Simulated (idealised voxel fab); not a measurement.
process module | voxel self aligned contacts
cross-section cut | 225 nm wide | cells 5 nm
A cross-section is a grid of square cells, given in bands from the top down. A band is one or more rows of cells.
Each band's line starts with the height of the band's top and of its bottom, in nm. Then come its materials from left to right, each with its width in nm. One material with "throughout" fills the band from edge to edge. "air" is empty space.
Height 0 is the level under which the wafer as received is all one material. The lowest band goes on downwards, as in "0 down".
A width such as "30 to 40" changes by the same amount from each row of cells to the next, from the band's top row to its bottom row.
"no change" after a step means that no cell of the cross-section changed.
closed voids: empty space of 8 cells or more with no open way to the top, each as width x height at its distance from the left edge, in nm
after a step's settings: what the simulator itself notes on the step
overlay nm, on a step with a mask: how far to the right of its planned place the mask lay; to the left if negative
plan
1 op RECEIVE | material Si
2 op OXIDIZE | depth nm 5
3 op DIRECTIONAL_DEP | material polySi | thk nm 30
4 op DIRECTIONAL_DEP | material SiN | thk nm 15
5 op MASKED_ETCH | tone cover | mask id GATE | width nm 30 | pitch nm 55 | etch materials SiN | depth nm 15 | overlay nm 0
6 op MASKED_ETCH | tone cover | mask id GATE | width nm 30 | pitch nm 55 | etch materials polySi | depth nm 30 | overlay nm 0
7 op CONFORMAL_DEP | material SiN | thk nm 5
8 op DIRECTIONAL_ETCH | etch materials SiN | depth nm 5
9 op FILL_DEP | material SiO2 | thk nm 20
10 op CMP | height nm 55
11 op MASKED_ETCH | tone open | mask id CONTACT | width nm 35 | pitch nm 55 | etch materials SiO2 | depth nm 60 | overlay nm 0
12 op CONFORMAL_DEP | material TiN | thk nm 5
13 op FILL_DEP | material W | thk nm 10
14 op CMP | height nm 55
15 op CONFORMAL_DEP | material SiN | thk nm 5
first wafer, as planned
as received, after step 1
  0 down: Si throughout
  closed voids: none
after step 2
  0 to -5: SiO2 throughout
  below -5: unchanged
after step 3
  30 to 0: polySi throughout
  below 0: unchanged
after step 4
  45 to 30: SiN throughout
  below 30: unchanged
after step 5
  45 to 30: air 40 | SiN 30 | air 25 | SiN 30 | air 25 | SiN 30 | air 45
  below 30: unchanged
after step 6
  45 to 30: air 40 | SiN 30 | air 25 | SiN 30 | air 25 | SiN 30 | air 45
  30 to 0: air 40 | polySi 30 | air 25 | polySi 30 | air 25 | polySi 30 | air 45
  below 0: unchanged
after step 7
  50 to 30: air 35 | SiN 40 | air 15 | SiN 40 | air 15 | SiN 40 | air 40
  30 to 5: air 35 | SiN 5 | polySi 30 | SiN 5 | air 15 | SiN 5 | polySi 30 | SiN 5 | air 15 | SiN 5 | polySi 30 | SiN 5 | air 40
  5 to 0: SiN 40 | polySi 30 | SiN 25 | polySi 30 | SiN 25 | polySi 30 | SiN 45
  below 0: unchanged
after step 8
  45 to 30: air 35 | SiN 40 | air 15 | SiN 40 | air 15 | SiN 40 | air 40
  30 to 0: air 35 | SiN 5 | polySi 30 | SiN 5 | air 15 | SiN 5 | polySi 30 | SiN 5 | air 15 | SiN 5 | polySi 30 | SiN 5 | air 40
  below 0: unchanged
after step 9
  65 to 45: SiO2 throughout
  45 to 30: SiO2 35 | SiN 40 | SiO2 15 | SiN 40 | SiO2 15 | SiN 40 | SiO2 40
  30 to 0: SiO2 35 | SiN 5 | polySi 30 | SiN 5 | SiO2 15 | SiN 5 | polySi 30 | SiN 5 | SiO2 15 | SiN 5 | polySi 30 | SiN 5 | SiO2 40
  below 0: unchanged
after step 10
  55 to 45: SiO2 throughout
  below 45: unchanged
after step 11
  55 to 45: SiO2 65 | air 35 | SiO2 20 | air 35 | SiO2 70
  45 to 30: SiO2 35 | SiN 40 | air 15 | SiN 40 | air 15 | SiN 40 | SiO2 40
  30 to 0: SiO2 35 | SiN 5 | polySi 30 | SiN 5 | air 15 | SiN 5 | polySi 30 | SiN 5 | air 15 | SiN 5 | polySi 30 | SiN 5 | SiO2 40
  0 to -5: SiO2 75 | air 15 | SiO2 40 | air 15 | SiO2 80
  below -5: unchanged
after step 12
  60 to 55: TiN 70 | air 25 | TiN 30 | air 25 | TiN 75
  55 to 45: SiO2 65 | TiN 5 to 15 | air 25 to 5 | TiN 5 to 15 | SiO2 20 | TiN 5 to 15 | air 25 to 5 | TiN 5 to 15 | SiO2 70
  45 to 30: SiO2 35 | SiN 40 | TiN 5 | air 5 | TiN 5 | SiN 40 | TiN 5 | air 5 | TiN 5 | SiN 40 | SiO2 40
  30 to 0: SiO2 35 | SiN 5 | polySi 30 | SiN 5 | TiN 5 | air 5 | TiN 5 | SiN 5 | polySi 30 | SiN 5 | TiN 5 | air 5 | TiN 5 | SiN 5 | polySi 30 | SiN 5 | SiO2 40
  0 to -5: SiO2 75 | TiN 15 | SiO2 40 | TiN 15 | SiO2 80
  below -5: unchanged
after step 13
  70 to 60: W throughout
  60 to 55: TiN 70 | W 25 | TiN 30 | W 25 | TiN 75
  55 to 45: SiO2 65 | TiN 5 to 15 | W 25 to 5 | TiN 5 to 15 | SiO2 20 | TiN 5 to 15 | W 25 to 5 | TiN 5 to 15 | SiO2 70
  45 to 30: SiO2 35 | SiN 40 | TiN 5 | W 5 | TiN 5 | SiN 40 | TiN 5 | W 5 | TiN 5 | SiN 40 | SiO2 40
  30 to 0: SiO2 35 | SiN 5 | polySi 30 | SiN 5 | TiN 5 | W 5 | TiN 5 | SiN 5 | polySi 30 | SiN 5 | TiN 5 | W 5 | TiN 5 | SiN 5 | polySi 30 | SiN 5 | SiO2 40
  below 0: unchanged
after step 14
  55 to 45: SiO2 65 | TiN 5 to 15 | W 25 to 5 | TiN 5 to 15 | SiO2 20 | TiN 5 to 15 | W 25 to 5 | TiN 5 to 15 | SiO2 70
  below 45: unchanged
after step 15
  60 to 55: SiN throughout
  below 55: unchanged
second wafer: like start, like plan, one mistake. Through step 4 it matches the first wafer
when step 5 should have ended
  45 to 30: air 45 | SiN 25 | air 30 | SiN 25 | air 30 | SiN 25 | air 45
  below 30: unchanged
when step 6 should have ended
  45 to 30: air 45 | SiN 25 | air 30 | SiN 25 | air 30 | SiN 25 | air 45
  30 to 0: air 40 | polySi 30 | air 25 | polySi 30 | air 25 | polySi 30 | air 45
  below 0: unchanged
when step 7 should have ended
  50 to 35: air 40 | SiN 35 | air 20 | SiN 35 | air 20 | SiN 35 | air 40
  35 to 30: air 35 | SiN 40 | air 15 | SiN 40 | air 15 | SiN 40 | air 40
  30 to 5: air 35 | SiN 5 | polySi 30 | SiN 5 | air 15 | SiN 5 | polySi 30 | SiN 5 | air 15 | SiN 5 | polySi 30 | SiN 5 | air 40
  5 to 0: SiN 40 | polySi 30 | SiN 25 | polySi 30 | SiN 25 | polySi 30 | SiN 45
  below 0: unchanged
when step 8 should have ended
  45 to 30: air 40 | SiN 35 | air 20 | SiN 35 | air 20 | SiN 35 | air 40
  30 to 0: air 35 | SiN 5 | polySi 30 | SiN 5 | air 15 | SiN 5 | polySi 30 | SiN 5 | air 15 | SiN 5 | polySi 30 | SiN 5 | air 40
  below 0: unchanged
when step 9 should have ended
  65 to 45: SiO2 throughout
  45 to 30: SiO2 40 | SiN 35 | SiO2 20 | SiN 35 | SiO2 20 | SiN 35 | SiO2 40
  30 to 0: SiO2 35 | SiN 5 | polySi 30 | SiN 5 | SiO2 15 | SiN 5 | polySi 30 | SiN 5 | SiO2 15 | SiN 5 | polySi 30 | SiN 5 | SiO2 40
  below 0: unchanged
when step 10 should have ended
  55 to 45: SiO2 throughout
  below 45: unchanged
when step 11 should have ended
  55 to 45: SiO2 65 | air 35 | SiO2 20 | air 35 | SiO2 70
  45 to 30: SiO2 40 | SiN 35 | air 20 | SiN 35 | air 20 | SiN 35 | SiO2 40
  30 to 0: SiO2 35 | SiN 5 | polySi 30 | SiN 5 | air 15 | SiN 5 | polySi 30 | SiN 5 | air 15 | SiN 5 | polySi 30 | SiN 5 | SiO2 40
  0 to -5: SiO2 75 | air 15 | SiO2 40 | air 15 | SiO2 80
  below -5: unchanged
when step 12 should have ended
  60 to 55: TiN 70 | air 25 | TiN 30 | air 25 | TiN 75
  55 to 45: SiO2 65 | TiN 5 to 15 | air 25 to 10 | TiN 5 to 10 | SiO2 20 | TiN 5 to 15 | air 25 to 10 | TiN 5 to 10 | SiO2 70
  45 to 35: SiO2 40 | SiN 35 | TiN 5 | air 10 | TiN 5 | SiN 35 | TiN 5 | air 10 | TiN 5 | SiN 35 | SiO2 40
  35 to 30: SiO2 40 | SiN 35 | TiN 5 | air 5 | TiN 10 | SiN 35 | TiN 5 | air 5 | TiN 10 | SiN 35 | SiO2 40
  30 to 0: SiO2 35 | SiN 5 | polySi 30 | SiN 5 | TiN 5 | air 5 | TiN 5 | SiN 5 | polySi 30 | SiN 5 | TiN 5 | air 5 | TiN 5 | SiN 5 | polySi 30 | SiN 5 | SiO2 40
  0 to -5: SiO2 75 | TiN 15 | SiO2 40 | TiN 15 | SiO2 80
  below -5: unchanged
when step 13 should have ended
  70 to 60: W throughout
  60 to 55: TiN 70 | W 25 | TiN 30 | W 25 | TiN 75
  55 to 45: SiO2 65 | TiN 5 to 15 | W 25 to 10 | TiN 5 to 10 | SiO2 20 | TiN 5 to 15 | W 25 to 10 | TiN 5 to 10 | SiO2 70
  45 to 35: SiO2 40 | SiN 35 | TiN 5 | W 10 | TiN 5 | SiN 35 | TiN 5 | W 10 | TiN 5 | SiN 35 | SiO2 40
  35 to 30: SiO2 40 | SiN 35 | TiN 5 | W 5 | TiN 10 | SiN 35 | TiN 5 | W 5 | TiN 10 | SiN 35 | SiO2 40
  30 to 0: SiO2 35 | SiN 5 | polySi 30 | SiN 5 | TiN 5 | W 5 | TiN 5 | SiN 5 | polySi 30 | SiN 5 | TiN 5 | W 5 | TiN 5 | SiN 5 | polySi 30 | SiN 5 | SiO2 40
  below 0: unchanged
when step 14 should have ended
  55 to 45: SiO2 65 | TiN 5 to 15 | W 25 to 10 | TiN 5 to 10 | SiO2 20 | TiN 5 to 15 | W 25 to 10 | TiN 5 to 10 | SiO2 70
  below 45: unchanged
when step 15 should have ended
  60 to 55: SiN throughout
  below 55: unchanged
what went wrong: step 5 ran as: op MASKED_ETCH | tone cover | mask id GATE | width nm 25 | pitch nm 55 | etch materials SiN | depth nm 15 | overlay nm 0
at the end the second wafer has, in cells: 9 fewer of SiN | 3 more of SiO2 | 6 more of W
